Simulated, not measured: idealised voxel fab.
process module | voxel tone inversion
cross-section cut | 245 nm wide | cells 5 nm
A cross-section is a grid of square cells, given in bands from the top down. A band is one or more rows of cells.
Each band's line starts with the height of the band's top and of its bottom, in nm. Then come its materials from left to right, each with its width in nm. One material with "throughout" fills the band from edge to edge. "air" is empty space.
Height 0 is the level under which the wafer as received is all one material. The lowest band goes on downwards, as in "0 down".
A width such as "30 to 40" changes by the same amount from each row of cells to the next, from the band's top row to its bottom row.
"no change" after a step means that no cell of the cross-section changed.
closed voids: empty space of 8 cells or more with no open way to the top, each as width x height at its distance from the left edge, in nm
after a step's settings: what the simulator itself notes on the step
overlay nm, on a step with a mask: how far to the right of its planned place the mask lay; to the left if negative
plan
1 op RECEIVE | material Si
2 op CONFORMAL_DEP | material SiCN | thk nm 5
3 op DIRECTIONAL_DEP | material polySi | thk nm 15
4 op PATTERN | tone cover | mask id POSTS | material resist | width nm 20 | pitch nm 45 | thk nm 20 | overlay nm 0
5 op DIRECTIONAL_ETCH | etch materials polySi | depth nm 15
6 op STRIP | etch materials resist
7 op FILL_DEP | material lowk | thk nm 5
8 op CMP | height nm 20
9 op STRIP | etch materials polySi
first wafer, as planned
as received, after step 1
  0 down: Si throughout
  closed voids: none
after step 2
  5 to 0: SiCN throughout
  below 0: unchanged
after step 3
  20 to 5: polySi throughout
  below 5: unchanged
after step 4
  40 to 20: air 45 | resist 20 | air 25 | resist 20 | air 25 | resist 20 | air 25 | resist 20 | air 45
  below 20: unchanged
after step 5
  40 to 20: air 45 | resist 20 | air 25 | resist 20 | air 25 | resist 20 | air 25 | resist 20 | air 45
  20 to 5: air 45 | polySi 20 | air 25 | polySi 20 | air 25 | polySi 20 | air 25 | polySi 20 | air 45
  below 5: unchanged
after step 6
  20 to 5: air 45 | polySi 20 | air 25 | polySi 20 | air 25 | polySi 20 | air 25 | polySi 20 | air 45
  below 5: unchanged
after step 7
  25 to 20: lowk throughout
  20 to 5: lowk 45 | polySi 20 | lowk 25 | polySi 20 | lowk 25 | polySi 20 | lowk 25 | polySi 20 | lowk 45
  below 5: unchanged
after step 8
  20 to 5: lowk 45 | polySi 20 | lowk 25 | polySi 20 | lowk 25 | polySi 20 | lowk 25 | polySi 20 | lowk 45
  below 5: unchanged
after step 9
  20 to 5: lowk 45 | air 20 | lowk 25 | air 20 | lowk 25 | air 20 | lowk 25 | air 20 | lowk 45
  below 5: unchanged
second wafer: like start, like plan, one mistake. Through step 1 it matches the first wafer
when step 2 should have ended
  15 to 0: polySi throughout
  below 0: unchanged
when step 3 should have ended
  20 to 15: SiCN throughout
  below 15: unchanged
when step 4 should have ended
  40 to 20: air 45 | resist 20 | air 25 | resist 20 | air 25 | resist 20 | air 25 | resist 20 | air 45
  below 20: unchanged
when step 5 should have ended: no change
when step 6 should have ended
  20 to 15: SiCN throughout
  below 15: unchanged
when step 7 should have ended
  25 to 20: lowk throughout
  below 20: unchanged
when step 8 should have ended
  20 to 15: SiCN throughout
  below 15: unchanged
when step 9 should have ended: no change
what went wrong: steps 2 and 3 were swapped
at the end the second wafer has, in cells: 99 fewer of lowk | 147 more of polySi
